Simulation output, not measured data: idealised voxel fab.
Process module in this document: voxel transistor to metal
The cross-section on display is named cut; it measures 205 nm wide, and its cells are 5 nm squares.
A cross-section is written here as square cells arranged in a grid, and it is given in bands from the top down, each band taking up one or more rows of cells.
It is stipulated that each band's entry specify, in nanometres, the height of the top of the band and then that of its bottom, followed by the materials of the band in left-to-right sequence, each together with its width in nanometres. A single material marked by the word "everywhere" is understood to fill the band from edge to edge; the word "blank" is understood to denote empty space.
Heads up on the height convention: 0 is the point under which the incoming wafer is all one material, and the lowest band has no bottom, it just keeps going down, like "top 0, no bottom".
The two numbers in a width such as "30..40" mark its ends across the band: the first belongs to the top row of cells, the second to the bottom row, and from each row to the next the width moves by the same amount.
When a step is marked "no alterations made", none of the cells in the cross-section changed during that step.
If an empty space has no open way to the top and is at least 8 cells in size, "Closed void entries" lists it, written width x height at distance, where distance is measured from the left edge and every value is in nm.
That trailing text on a step's line, after the settings, is the simulator's own remark on the step.
When a step includes a mask, the "overlay nm" setting on its line states how far to the right of its planned place that mask lay, and negative values state how far to the left.
Steps planned for the process:
- 1: RECEIVE: material Si
- 2: CONFORMAL_DEP: material SiO2, thk nm 5
- 3: CONFORMAL_DEP: material SiN, thk nm 15
- 4: PATTERN: tone cover, mask id ACTIVE, material resist, width nm 115, thk nm 15, overlay nm 0
- 5: DIRECTIONAL_ETCH: etch materials SiN, depth nm 15
- 6: DIRECTIONAL_ETCH: etch materials SiO2, depth nm 5
- 7: DIRECTIONAL_ETCH: etch materials Si, depth nm 35
- 8: STRIP: etch materials resist
- 9: OXIDIZE: depth nm 5
- 10: FILL_DEP: material SiO2, thk nm 5
- 11: CMP: height nm 20
- 12: SELECTIVE_ETCH: etch materials SiO2, depth nm 10
- 13: STRIP: etch materials SiN
- 14: SELECTIVE_ETCH: etch materials SiO2, depth nm 5
- 15: OXIDIZE: depth nm 5
- 16: DIRECTIONAL_DEP: material polySi, thk nm 20
- 17: DIRECTIONAL_DEP: material SiCN, thk nm 15
- 18: PATTERN: tone cover, mask id GATE, material resist, width nm 35, thk nm 15, overlay nm 0
- 19: DIRECTIONAL_ETCH: etch materials SiCN, depth nm 25
- 20: DIRECTIONAL_ETCH: etch materials polySi, depth nm 30
- 21: STRIP: etch materials resist
- 22: CONFORMAL_DEP: material SiN, thk nm 5
- 23: DIRECTIONAL_ETCH: etch materials SiN, depth nm 5
- 24: DIRECTIONAL_ETCH: etch materials SiO2, depth nm 5
- 25: DIRECTIONAL_ETCH: etch materials Si, depth nm 5
- 26: EPI: material nSi, thk nm 10
- 27: FILL_DEP: material SiO2, thk nm 10
- 28: CMP: height nm 20
- 29: STRIP: etch materials polySi
- 30: SELECTIVE_ETCH: etch materials SiO2, depth nm 5
- 31: CONFORMAL_DEP: material HfO2, thk nm 5
- 32: CONFORMAL_DEP: material TiN, thk nm 5
- 33: FILL_DEP: material W, thk nm 5
- 34: CMP: height nm 15
- 35: DIRECTIONAL_DEP: material SiO2, thk nm 10
- 36: MASKED_ETCH: tone open, mask id CONTACT, width nm 20, pitch nm 85, etch materials SiO2, depth nm 25, overlay nm 0
- 37: CONFORMAL_DEP: material TiN, thk nm 5
- 38: FILL_DEP: material Ru, thk nm 5
- 39: CMP: height nm 25
- 40: CONFORMAL_DEP: material SiCN, thk nm 5
- 41: DIRECTIONAL_DEP: material lowk, thk nm 25
- 42: MASKED_ETCH: tone open, mask id METAL_1, width nm 20, pitch nm 85, etch materials lowk, depth nm 25, overlay nm 0
- 43: MASKED_ETCH: tone open, mask id METAL_1, width nm 20, pitch nm 85, etch materials SiCN, depth nm 5, overlay nm 0
- 44: CONFORMAL_DEP: material TiN, thk nm 5
- 45: FILL_DEP: material Cu, thk nm 5
- 46: CMP: height nm 55
- 47: CONFORMAL_DEP: material SiCN, thk nm 5
- 48: DIRECTIONAL_DEP: material lowk, thk nm 30
- 49: DIRECTIONAL_DEP: material aC, thk nm 10
- 50: PATTERN: tone open, mask id METAL_2_HOLES, material resist, width nm 15, pitch nm 85, thk nm 25, overlay nm 0
- 51: DIRECTIONAL_ETCH: etch materials aC, depth nm 10
- 52: STRIP: etch materials resist
- 53: DIRECTIONAL_ETCH: etch materials lowk, depth nm 30
- 54: STRIP: etch materials aC
- 55: DIRECTIONAL_DEP: material aC, thk nm 10
- 56: PATTERN: tone open, mask id METAL_2, material resist, width nm 20, pitch nm 85, thk nm 25, overlay nm 0
- 57: DIRECTIONAL_ETCH: etch materials aC, depth nm 10
- 58: STRIP: etch materials resist
- 59: DIRECTIONAL_ETCH: etch materials lowk, depth nm 15
- 60: DIRECTIONAL_ETCH: etch materials SiCN, depth nm 5
- 61: STRIP: etch materials aC
- 62: CONFORMAL_DEP: material TiN, thk nm 5
- 63: FILL_DEP: material Cu, thk nm 5
- 64: CMP: height nm 90
- 65: CONFORMAL_DEP: material SiN, thk nm 5
First out of two wafers; run went to plan:
Incoming wafer, cross-sectional view, post step 1:
  top 0, no bottom: Si everywhere
  Closed void entries: none
State of the wafer after step 2, shown in cross-section:
  top 5, bottom 0: SiO2 everywhere
  Nothing below the height 0 has changed.
State of the wafer after step 3, shown in cross-section:
  top 20, bottom 5: SiN everywhere
  Nothing below the height 5 has changed.
State of the wafer after step 4, shown in cross-section:
  top 35, bottom 20: blank=45, then resist=115, then blank=45
  Nothing below the height 20 has changed.
State of the wafer after step 5, shown in cross-section:
  top 35, bottom 20: blank=45, then resist=115, then blank=45
  top 20, bottom 5: blank=45, then SiN=115, then blank=45
  Nothing below the height 5 has changed.
State of the wafer after step 6, shown in cross-section:
  top 35, bottom 20: blank=45, then resist=115, then blank=45
  top 20, bottom 5: blank=45, then SiN=115, then blank=45
  top 5, bottom 0: blank=45, then SiO2=115, then blank=45
  Nothing below the height 0 has changed.
State of the wafer after step 7, shown in cross-section:
  top 35, bottom 20: blank=45, then resist=115, then blank=45
  top 20, bottom 5: blank=45, then SiN=115, then blank=45
  top 5, bottom 0: blank=45, then SiO2=115, then blank=45
  top 0, bottom -35: blank=45, then Si=115, then blank=45
  Nothing below the height -35 has changed.
State of the wafer after step 8, shown in cross-section:
  top 20, bottom 5: blank=45, then SiN=115, then blank=45
  Nothing below the height 5 has changed.
State of the wafer after step 9, shown in cross-section:
  top 20, bottom 5: blank=45, then SiN=115, then blank=45
  top 5, bottom 0: blank=45, then SiO2=115, then blank=45
  top 0, bottom -35: blank=45, then SiO2=5, then Si=105, then SiO2=5, then blank=45
  top -35, bottom -40: SiO2=50, then Si=105, then SiO2=50
  Nothing below the height -40 has changed.
State of the wafer after step 10, shown in cross-section:
  top 25, bottom 20: SiO2 everywhere
  top 20, bottom 5: SiO2=45, then SiN=115, then SiO2=45
  top 5, bottom 0: SiO2 everywhere
  top 0, bottom -40: SiO2=50, then Si=105, then SiO2=50
  Nothing below the height -40 has changed.
State of the wafer after step 11, shown in cross-section:
  top 20, bottom 5: SiO2=45, then SiN=115, then SiO2=45
  Nothing below the height 5 has changed.
State of the wafer after step 12, shown in cross-section:
  top 20, bottom 10: blank=45, then SiN=115, then blank=45
  Nothing below the height 10 has changed.
State of the wafer after step 13, shown in cross-section:
  top 10, bottom 5: SiO2=45, then blank=115, then SiO2=45
  Nothing below the height 5 has changed.
State of the wafer after step 14, shown in cross-section:
  top 5, bottom 0: SiO2=40, then blank=125, then SiO2=40
  Nothing below the height 0 has changed.
State of the wafer after step 15, shown in cross-section:
  top 5, bottom 0: SiO2=40, then blank=125, then SiO2=40
  top 0, bottom -5: SiO2 everywhere
  Nothing below the height -5 has changed.
State of the wafer after step 16, shown in cross-section:
  top 25, bottom 20: polySi=40, then blank=125, then polySi=40
  top 20, bottom 5: polySi everywhere
  top 5, bottom 0: SiO2=40, then polySi=125, then SiO2=40
  Nothing below the height 0 has changed.
State of the wafer after step 17, shown in cross-section:
  top 40, bottom 35: SiCN=40, then blank=125, then SiCN=40
  top 35, bottom 25: SiCN everywhere
  top 25, bottom 20: polySi=40, then SiCN=125, then polySi=40
  Nothing below the height 20 has changed.
State of the wafer after step 18, shown in cross-section:
  top 55, bottom 40: blank=85, then resist=35, then blank=85
  top 40, bottom 35: SiCN=40, then blank=45, then resist=35, then blank=45, then SiCN=40
  Nothing below the height 35 has changed.
State of the wafer after step 19, shown in cross-section:
  top 55, bottom 35: blank=85, then resist=35, then blank=85
  top 35, bottom 25: blank=85, then SiCN=35, then blank=85
  top 25, bottom 20: polySi=40, then blank=45, then SiCN=35, then blank=45, then polySi=40
  Nothing below the height 20 has changed.
State of the wafer after step 20, shown in cross-section:
  top 55, bottom 35: blank=85, then resist=35, then blank=85
  top 35, bottom 20: blank=85, then SiCN=35, then blank=85
  top 20, bottom 5: blank=85, then polySi=35, then blank=85
  top 5, bottom 0: SiO2=40, then blank=45, then polySi=35, then blank=45, then SiO2=40
  Nothing below the height 0 has changed.
State of the wafer after step 21, shown in cross-section:
  top 35, bottom 20: blank=85, then SiCN=35, then blank=85
  Nothing below the height 20 has changed.
State of the wafer after step 22, shown in cross-section:
  top 40, bottom 35: blank=80, then SiN=45, then blank=80
  top 35, bottom 20: blank=80, then SiN=5, then SiCN=35, then SiN=5, then blank=80
  top 20, bottom 10: blank=80, then SiN=5, then polySi=35, then SiN=5, then blank=80
  top 10, bottom 5: SiN=45, then blank=35, then SiN=5, then polySi=35, then SiN=5, then blank=35, then SiN=45
  top 5, bottom 0: SiO2=40, then SiN=45, then polySi=35, then SiN=45, then SiO2=40
  Nothing below the height 0 has changed.
State of the wafer after step 23, shown in cross-section:
  top 35, bottom 20: blank=80, then SiN=5, then SiCN=35, then SiN=5, then blank=80
  top 20, bottom 5: blank=80, then SiN=5, then polySi=35, then SiN=5, then blank=80
  top 5, bottom 0: SiO2=40, then SiN=5, then blank=35, then SiN=5, then polySi=35, then SiN=5, then blank=35, then SiN=5, then SiO2=40
  Nothing below the height 0 has changed.
State of the wafer after step 24, shown in cross-section:
  top 35, bottom 20: blank=80, then SiN=5, then SiCN=35, then SiN=5, then blank=80
  top 20, bottom 5: blank=80, then SiN=5, then polySi=35, then SiN=5, then blank=80
  top 5, bottom 0: blank=40, then SiN=5, then blank=35, then SiN=5, then polySi=35, then SiN=5, then blank=35, then SiN=5, then blank=40
  top 0, bottom -5: SiO2=45, then blank=35, then SiO2=45, then blank=35, then SiO2=45
  Nothing below the height -5 has changed.
State of the wafer after step 25, shown in cross-section:
  top 35, bottom 20: blank=80, then SiN=5, then SiCN=35, then SiN=5, then blank=80
  top 20, bottom 5: blank=80, then SiN=5, then polySi=35, then SiN=5, then blank=80
  top 5, bottom 0: blank=40, then SiN=5, then blank=35, then SiN=5, then polySi=35, then SiN=5, then blank=35, then SiN=5, then blank=40
  top 0, bottom -5: SiO2=45, then blank=35, then SiO2=45, then blank=35, then SiO2=45
  top -5, bottom -10: SiO2=50, then blank=30, then Si=45, then blank=30, then SiO2=50
  Nothing below the height -10 has changed.
State of the wafer after step 26, shown in cross-section:
  top 35, bottom 20: blank=80, then SiN=5, then SiCN=35, then SiN=5, then blank=80
  top 20, bottom 5: blank=80, then SiN=5, then polySi=35, then SiN=5, then blank=80
  top 5, bottom 0: blank=40, then SiN=5, then blank=25, then nSi=10, then SiN=5, then polySi=35, then SiN=5, then nSi=10, then blank=25, then SiN=5, then blank=40
  top 0, bottom -5: SiO2=45, then nSi=35, then SiO2=45, then nSi=35, then SiO2=45
  top -5, bottom -10: SiO2=50, then nSi=30, then Si=45, then nSi=30, then SiO2=50
  Nothing below the height -10 has changed.
State of the wafer after step 27, shown in cross-section:
  top 45, bottom 35: SiO2 everywhere
  top 35, bottom 20: SiO2=80, then SiN=5, then SiCN=35, then SiN=5, then SiO2=80
  top 20, bottom 5: SiO2=80, then SiN=5, then polySi=35, then SiN=5, then SiO2=80
  top 5, bottom 0: SiO2=40, then SiN=5, then SiO2=25, then nSi=10, then SiN=5, then polySi=35, then SiN=5, then nSi=10, then SiO2=25, then SiN=5, then SiO2=40
  Nothing below the height 0 has changed.
State of the wafer after step 28, shown in cross-section:
  top 20, bottom 5: SiO2=80, then SiN=5, then polySi=35, then SiN=5, then SiO2=80
  Nothing below the height 5 has changed.
State of the wafer after step 29, shown in cross-section:
  top 20, bottom 5: SiO2=80, then SiN=5, then blank=35, then SiN=5, then SiO2=80
  top 5, bottom 0: SiO2=40, then SiN=5, then SiO2=25, then nSi=10, then SiN=5, then blank=35, then SiN=5, then nSi=10, then SiO2=25, then SiN=5, then SiO2=40
  Nothing below the height 0 has changed.
State of the wafer after step 30, shown in cross-section:
  top 20, bottom 15: blank=80, then SiN=5, then blank=35, then SiN=5, then blank=80
  top 15, bottom 5: SiO2=80, then SiN=5, then blank=35, then SiN=5, then SiO2=80
  top 5, bottom 0: SiO2=40, then SiN=5, then SiO2=25, then nSi=10, then SiN=5, then blank=35, then SiN=5, then nSi=10, then SiO2=25, then SiN=5, then SiO2=40
  top 0, bottom -5: SiO2=45, then nSi=35, then blank=45, then nSi=35, then SiO2=45
  Nothing below the height -5 has changed.
State of the wafer after step 31, shown in cross-section:
  top 25, bottom 20: blank=75, then HfO2=15, then blank=25, then HfO2=15, then blank=75
  top 20, bottom 15: HfO2=80, then SiN=5, then HfO2=5, then blank=25, then HfO2=5, then SiN=5, then HfO2=80
  top 15, bottom 5: SiO2=80, then SiN=5, then HfO2=5, then blank=25, then HfO2=5, then SiN=5, then SiO2=80
  top 5, bottom 0: SiO2=40, then SiN=5, then SiO2=25, then nSi=10, then SiN=5, then HfO2=5, then blank=25, then HfO2=5, then SiN=5, then nSi=10, then SiO2=25, then SiN=5, then SiO2=40
  top 0, bottom -5: SiO2=45, then nSi=35, then HfO2=45, then nSi=35, then SiO2=45
  Nothing below the height -5 has changed.
State of the wafer after step 32, shown in cross-section:
  top 30, bottom 25: blank=70, then TiN=25, then blank=15, then TiN=25, then blank=70
  top 25, bottom 20: TiN=75, then HfO2=15, then TiN=5, then blank=15, then TiN=5, then HfO2=15, then TiN=75
  top 20, bottom 15: HfO2=80, then SiN=5, then HfO2=5, then TiN=5, then blank=15, then TiN=5, then HfO2=5, then SiN=5, then HfO2=80
  top 15, bottom 5: SiO2=80, then SiN=5, then HfO2=5, then TiN=5, then blank=15, then TiN=5, then HfO2=5, then SiN=5, then SiO2=80
  top 5, bottom 0: SiO2=40, then SiN=5, then SiO2=25, then nSi=10, then SiN=5, then HfO2=5, then TiN=25, then HfO2=5, then SiN=5, then nSi=10, then SiO2=25, then SiN=5, then SiO2=40
  Nothing below the height 0 has changed.
State of the wafer after step 33, shown in cross-section:
  top 35, bottom 30: W everywhere
  top 30, bottom 25: W=70, then TiN=25, then W=15, then TiN=25, then W=70
  top 25, bottom 20: TiN=75, then HfO2=15, then TiN=5, then W=15, then TiN=5, then HfO2=15, then TiN=75
  top 20, bottom 15: HfO2=80, then SiN=5, then HfO2=5, then TiN=5, then W=15, then TiN=5, then HfO2=5, then SiN=5, then HfO2=80
  top 15, bottom 5: SiO2=80, then SiN=5, then HfO2=5, then TiN=5, then W=15, then TiN=5, then HfO2=5, then SiN=5, then SiO2=80
  Nothing below the height 5 has changed.
State of the wafer after step 34, shown in cross-section:
  top 15, bottom 5: SiO2=80, then SiN=5, then HfO2=5, then TiN=5, then W=15, then TiN=5, then HfO2=5, then SiN=5, then SiO2=80
  Nothing below the height 5 has changed.
State of the wafer after step 35, shown in cross-section:
  top 25, bottom 15: SiO2 everywhere
  Nothing below the height 15 has changed.
State of the wafer after step 36, shown in cross-section:
  top 25, bottom 15: SiO2=50, then blank=20, then SiO2=65, then blank=20, then SiO2=50
  top 15, bottom 5: SiO2=50, then blank=20, then SiO2=10, then SiN=5, then HfO2=5, then TiN=5, then W=15, then TiN=5, then HfO2=5, then SiN=5, then SiO2=10, then blank=20, then SiO2=50
  top 5, bottom 0: SiO2=40, then SiN=5, then SiO2=5, then blank=20, then nSi=10, then SiN=5, then HfO2=5, then TiN=25, then HfO2=5, then SiN=5, then nSi=10, then blank=20, then SiO2=5, then SiN=5, then SiO2=40
  Nothing below the height 0 has changed.
State of the wafer after step 37, shown in cross-section:
  top 30, bottom 25: TiN=55, then blank=10, then TiN=75, then blank=10, then TiN=55
  top 25, bottom 15: SiO2=50, then TiN=5, then blank=10, then TiN=5, then SiO2=65, then TiN=5, then blank=10, then TiN=5, then SiO2=50
  top 15, bottom 5: SiO2=50, then TiN=5, then blank=10, then TiN=5, then SiO2=10, then SiN=5, then HfO2=5, then TiN=5, then W=15, then TiN=5, then HfO2=5, then SiN=5, then SiO2=10, then TiN=5, then blank=10, then TiN=5, then SiO2=50
  top 5, bottom 0: SiO2=40, then SiN=5, then SiO2=5, then TiN=20, then nSi=10, then SiN=5, then HfO2=5, then TiN=25, then HfO2=5, then SiN=5, then nSi=10, then TiN=20, then SiO2=5, then SiN=5, then SiO2=40
  Nothing below the height 0 has changed.
State of the wafer after step 38, shown in cross-section:
  top 35, bottom 30: Ru everywhere
  top 30, bottom 25: TiN=55, then Ru=10, then TiN=75, then Ru=10, then TiN=55
  top 25, bottom 15: SiO2=50, then TiN=5, then Ru=10, then TiN=5, then SiO2=65, then TiN=5, then Ru=10, then TiN=5, then SiO2=50
  top 15, bottom 5: SiO2=50, then TiN=5, then Ru=10, then TiN=5, then SiO2=10, then SiN=5, then HfO2=5, then TiN=5, then W=15, then TiN=5, then HfO2=5, then SiN=5, then SiO2=10, then TiN=5, then Ru=10, then TiN=5, then SiO2=50
  Nothing below the height 5 has changed.
State of the wafer after step 39, shown in cross-section:
  top 25, bottom 15: SiO2=50, then TiN=5, then Ru=10, then TiN=5, then SiO2=65, then TiN=5, then Ru=10, then TiN=5, then SiO2=50
  Nothing below the height 15 has changed.
State of the wafer after step 40, shown in cross-section:
  top 30, bottom 25: SiCN everywhere
  Nothing below the height 25 has changed.
State of the wafer after step 41, shown in cross-section:
  top 55, bottom 30: lowk everywhere
  Nothing below the height 30 has changed.
State of the wafer after step 42, shown in cross-section:
  top 55, bottom 30: lowk=50, then blank=20, then lowk=65, then blank=20, then lowk=50
  Nothing below the height 30 has changed.
State of the wafer after step 43, shown in cross-section:
  top 55, bottom 30: lowk=50, then blank=20, then lowk=65, then blank=20, then lowk=50
  top 30, bottom 25: SiCN=50, then blank=20, then SiCN=65, then blank=20, then SiCN=50
  Nothing below the height 25 has changed.
State of the wafer after step 44, shown in cross-section:
  top 60, bottom 55: TiN=55, then blank=10, then TiN=75, then blank=10, then TiN=55
  top 55, bottom 30: lowk=50, then TiN=5, then blank=10, then TiN=5, then lowk=65, then TiN=5, then blank=10, then TiN=5, then lowk=50
  top 30, bottom 25: SiCN=50, then TiN=20, then SiCN=65, then TiN=20, then SiCN=50
  Nothing below the height 25 has changed.
State of the wafer after step 45, shown in cross-section:
  top 65, bottom 60: Cu everywhere
  top 60, bottom 55: TiN=55, then Cu=10, then TiN=75, then Cu=10, then TiN=55
  top 55, bottom 30: lowk=50, then TiN=5, then Cu=10, then TiN=5, then lowk=65, then TiN=5, then Cu=10, then TiN=5, then lowk=50
  Nothing below the height 30 has changed.
State of the wafer after step 46, shown in cross-section:
  top 55, bottom 30: lowk=50, then TiN=5, then Cu=10, then TiN=5, then lowk=65, then TiN=5, then Cu=10, then TiN=5, then lowk=50
  Nothing below the height 30 has changed.
State of the wafer after step 47, shown in cross-section:
  top 60, bottom 55: SiCN everywhere
  Nothing below the height 55 has changed.
State of the wafer after step 48, shown in cross-section:
  top 90, bottom 60: lowk everywhere
  Nothing below the height 60 has changed.
State of the wafer after step 49, shown in cross-section:
  top 100, bottom 90: aC everywhere
  Nothing below the height 90 has changed.
State of the wafer after step 50, shown in cross-section:
  top 125, bottom 100: resist=50, then blank=15, then resist=70, then blank=15, then resist=55
  Nothing below the height 100 has changed.
State of the wafer after step 51, shown in cross-section:
  top 115, bottom 100: resist=50, then blank=15, then resist=70, then blank=15, then resist=55
  top 100, bottom 90: aC=50, then blank=15, then aC=70, then blank=15, then aC=55
  Nothing below the height 90 has changed.
State of the wafer after step 52, shown in cross-section:
  top 100, bottom 90: aC=50, then blank=15, then aC=70, then blank=15, then aC=55
  Nothing below the height 90 has changed.
State of the wafer after step 53, shown in cross-section:
  top 100, bottom 90: aC=50, then blank=15, then aC=70, then blank=15, then aC=55
  top 90, bottom 60: lowk=50, then blank=15, then lowk=70, then blank=15, then lowk=55
  Nothing below the height 60 has changed.
State of the wafer after step 54, shown in cross-section:
  top 90, bottom 60: lowk=50, then blank=15, then lowk=70, then blank=15, then lowk=55
  Nothing below the height 60 has changed.
State of the wafer after step 55, shown in cross-section:
  top 100, bottom 90: aC=50, then blank=15, then aC=70, then blank=15, then aC=55
  top 90, bottom 70: lowk=50, then blank=15, then lowk=70, then blank=15, then lowk=55
  top 70, bottom 60: lowk=50, then aC=15, then lowk=70, then aC=15, then lowk=55
  Nothing below the height 60 has changed.
State of the wafer after step 56, shown in cross-section:
  top 125, bottom 100: resist=50, then blank=20, then resist=65, then blank=20, then resist=50
  Nothing below the height 100 has changed.
State of the wafer after step 57, shown in cross-section:
  top 115, bottom 100: resist=50, then blank=20, then resist=65, then blank=20, then resist=50
  top 100, bottom 90: aC=50, then blank=20, then aC=65, then blank=20, then aC=50
  top 90, bottom 60: lowk=50, then blank=15, then lowk=70, then blank=15, then lowk=55
  Nothing below the height 60 has changed.
State of the wafer after step 58, shown in cross-section:
  top 100, bottom 90: aC=50, then blank=20, then aC=65, then blank=20, then aC=50
  Nothing below the height 90 has changed.
State of the wafer after step 59, shown in cross-section:
  top 100, bottom 90: aC=50, then blank=20, then aC=65, then blank=20, then aC=50
  top 90, bottom 75: lowk=50, then blank=20, then lowk=65, then blank=20, then lowk=50
  Nothing below the height 75 has changed.
State of the wafer after step 60, shown in cross-section:
  top 100, bottom 90: aC=50, then blank=20, then aC=65, then blank=20, then aC=50
  top 90, bottom 75: lowk=50, then blank=20, then lowk=65, then blank=20, then lowk=50
  top 75, bottom 60: lowk=50, then blank=15, then lowk=70, then blank=15, then lowk=55
  top 60, bottom 55: SiCN=50, then blank=15, then SiCN=70, then blank=15, then SiCN=55
  Nothing below the height 55 has changed.
State of the wafer after step 61, shown in cross-section:
  top 90, bottom 75: lowk=50, then blank=20, then lowk=65, then blank=20, then lowk=50
  Nothing below the height 75 has changed.
State of the wafer after step 62, shown in cross-section:
  top 95, bottom 90: TiN=55, then blank=10, then TiN=75, then blank=10, then TiN=55
  top 90, bottom 80: lowk=50, then TiN=5, then blank=10, then TiN=5, then lowk=65, then TiN=5, then blank=10, then TiN=5, then lowk=50
  top 80, bottom 75: lowk=50, then TiN=5, then blank=5, then TiN=10, then lowk=65, then TiN=5, then blank=5, then TiN=10, then lowk=50
  top 75, bottom 60: lowk=50, then TiN=5, then blank=5, then TiN=5, then lowk=70, then TiN=5, then blank=5, then TiN=5, then lowk=55
  top 60, bottom 55: SiCN=50, then TiN=15, then SiCN=70, then TiN=15, then SiCN=55
  Nothing below the height 55 has changed.
State of the wafer after step 63, shown in cross-section:
  top 100, bottom 95: Cu everywhere
  top 95, bottom 90: TiN=55, then Cu=10, then TiN=75, then Cu=10, then TiN=55
  top 90, bottom 80: lowk=50, then TiN=5, then Cu=10, then TiN=5, then lowk=65, then TiN=5, then Cu=10, then TiN=5, then lowk=50
  top 80, bottom 75: lowk=50, then TiN=5, then Cu=5, then TiN=10, then lowk=65, then TiN=5, then Cu=5, then TiN=10, then lowk=50
  top 75, bottom 60: lowk=50, then TiN=5, then Cu=5, then TiN=5, then lowk=70, then TiN=5, then Cu=5, then TiN=5, then lowk=55
  Nothing below the height 60 has changed.
State of the wafer after step 64, shown in cross-section:
  top 90, bottom 80: lowk=50, then TiN=5, then Cu=10, then TiN=5, then lowk=65, then TiN=5, then Cu=10, then TiN=5, then lowk=50
  Nothing below the height 80 has changed.
State of the wafer after step 65, shown in cross-section:
  top 95, bottom 90: SiN everywhere
  Nothing below the height 90 has changed.
Wafer two of two - same starting point, same process plan, one mistake in execution; matches wafer one up to and including step 47:
X-section, second wafer, when step 48 was due to finish:
  top 120, bottom 60: lowk everywhere
  Nothing below the height 60 has changed.
X-section, second wafer, when step 49 was due to finish:
  top 130, bottom 120: aC everywhere
  Nothing below the height 120 has changed.
X-section, second wafer, when step 50 was due to finish:
  top 155, bottom 130: resist=50, then blank=15, then resist=70, then blank=15, then resist=55
  Nothing below the height 130 has changed.
X-section, second wafer, when step 51 was due to finish:
  top 145, bottom 130: resist=50, then blank=15, then resist=70, then blank=15, then resist=55
  top 130, bottom 120: aC=50, then blank=15, then aC=70, then blank=15, then aC=55
  Nothing below the height 120 has changed.
X-section, second wafer, when step 52 was due to finish:
  top 130, bottom 120: aC=50, then blank=15, then aC=70, then blank=15, then aC=55
  Nothing below the height 120 has changed.
X-section, second wafer, when step 53 was due to finish:
  top 130, bottom 120: aC=50, then blank=15, then aC=70, then blank=15, then aC=55
  top 120, bottom 90: lowk=50, then blank=15, then lowk=70, then blank=15, then lowk=55
  Nothing below the height 90 has changed.
X-section, second wafer, when step 54 was due to finish:
  top 120, bottom 90: lowk=50, then blank=15, then lowk=70, then blank=15, then lowk=55
  Nothing below the height 90 has changed.
X-section, second wafer, when step 55 was due to finish:
  top 130, bottom 120: aC=50, then blank=15, then aC=70, then blank=15, then aC=55
  top 120, bottom 100: lowk=50, then blank=15, then lowk=70, then blank=15, then lowk=55
  top 100, bottom 90: lowk=50, then aC=15, then lowk=70, then aC=15, then lowk=55
  Nothing below the height 90 has changed.
X-section, second wafer, when step 56 was due to finish:
  top 155, bottom 130: resist=50, then blank=20, then resist=65, then blank=20, then resist=50
  Nothing below the height 130 has changed.
X-section, second wafer, when step 57 was due to finish:
  top 145, bottom 130: resist=50, then blank=20, then resist=65, then blank=20, then resist=50
  top 130, bottom 120: aC=50, then blank=20, then aC=65, then blank=20, then aC=50
  top 120, bottom 90: lowk=50, then blank=15, then lowk=70, then blank=15, then lowk=55
  Nothing below the height 90 has changed.
X-section, second wafer, when step 58 was due to finish:
  top 130, bottom 120: aC=50, then blank=20, then aC=65, then blank=20, then aC=50
  Nothing below the height 120 has changed.
X-section, second wafer, when step 59 was due to finish:
  top 130, bottom 120: aC=50, then blank=20, then aC=65, then blank=20, then aC=50
  top 120, bottom 105: lowk=50, then blank=20, then lowk=65, then blank=20, then lowk=50
  top 105, bottom 75: lowk=50, then blank=15, then lowk=70, then blank=15, then lowk=55
  Nothing below the height 75 has changed.
X-section, second wafer, when step 60 was due to finish: no alterations made
X-section, second wafer, when step 61 was due to finish:
  top 120, bottom 105: lowk=50, then blank=20, then lowk=65, then blank=20, then lowk=50
  Nothing below the height 105 has changed.
X-section, second wafer, when step 62 was due to finish:
  top 125, bottom 120: TiN=55, then blank=10, then TiN=75, then blank=10, then TiN=55
  top 120, bottom 110: lowk=50, then TiN=5, then blank=10, then TiN=5, then lowk=65, then TiN=5, then blank=10, then TiN=5, then lowk=50
  top 110, bottom 105: lowk=50, then TiN=5, then blank=5, then TiN=10, then lowk=65, then TiN=5, then blank=5, then TiN=10, then lowk=50
  top 105, bottom 80: lowk=50, then TiN=5, then blank=5, then TiN=5, then lowk=70, then TiN=5, then blank=5, then TiN=5, then lowk=55
  top 80, bottom 75: lowk=50, then TiN=15, then lowk=70, then TiN=15, then lowk=55
  Nothing below the height 75 has changed.
X-section, second wafer, when step 63 was due to finish:
  top 130, bottom 125: Cu everywhere
  top 125, bottom 120: TiN=55, then Cu=10, then TiN=75, then Cu=10, then TiN=55
  top 120, bottom 110: lowk=50, then TiN=5, then Cu=10, then TiN=5, then lowk=65, then TiN=5, then Cu=10, then TiN=5, then lowk=50
  top 110, bottom 105: lowk=50, then TiN=5, then Cu=5, then TiN=10, then lowk=65, then TiN=5, then Cu=5, then TiN=10, then lowk=50
  top 105, bottom 80: lowk=50, then TiN=5, then Cu=5, then TiN=5, then lowk=70, then TiN=5, then Cu=5, then TiN=5, then lowk=55
  Nothing below the height 80 has changed.
X-section, second wafer, when step 64 was due to finish:
  top 90, bottom 80: lowk=50, then TiN=5, then Cu=5, then TiN=5, then lowk=70, then TiN=5, then Cu=5, then TiN=5, then lowk=55
  Nothing below the height 80 has changed.
X-section, second wafer, when step 65 was due to finish:
  top 95, bottom 90: SiN everywhere
  Nothing below the height 90 has changed.
Want to know what went wrong? step 48 in the plan was executed twice
Looking at both finished wafers in cells, the second ends up ahead of or behind the first on some materials: Cu -12; SiCN +6; TiN -18; lowk +24
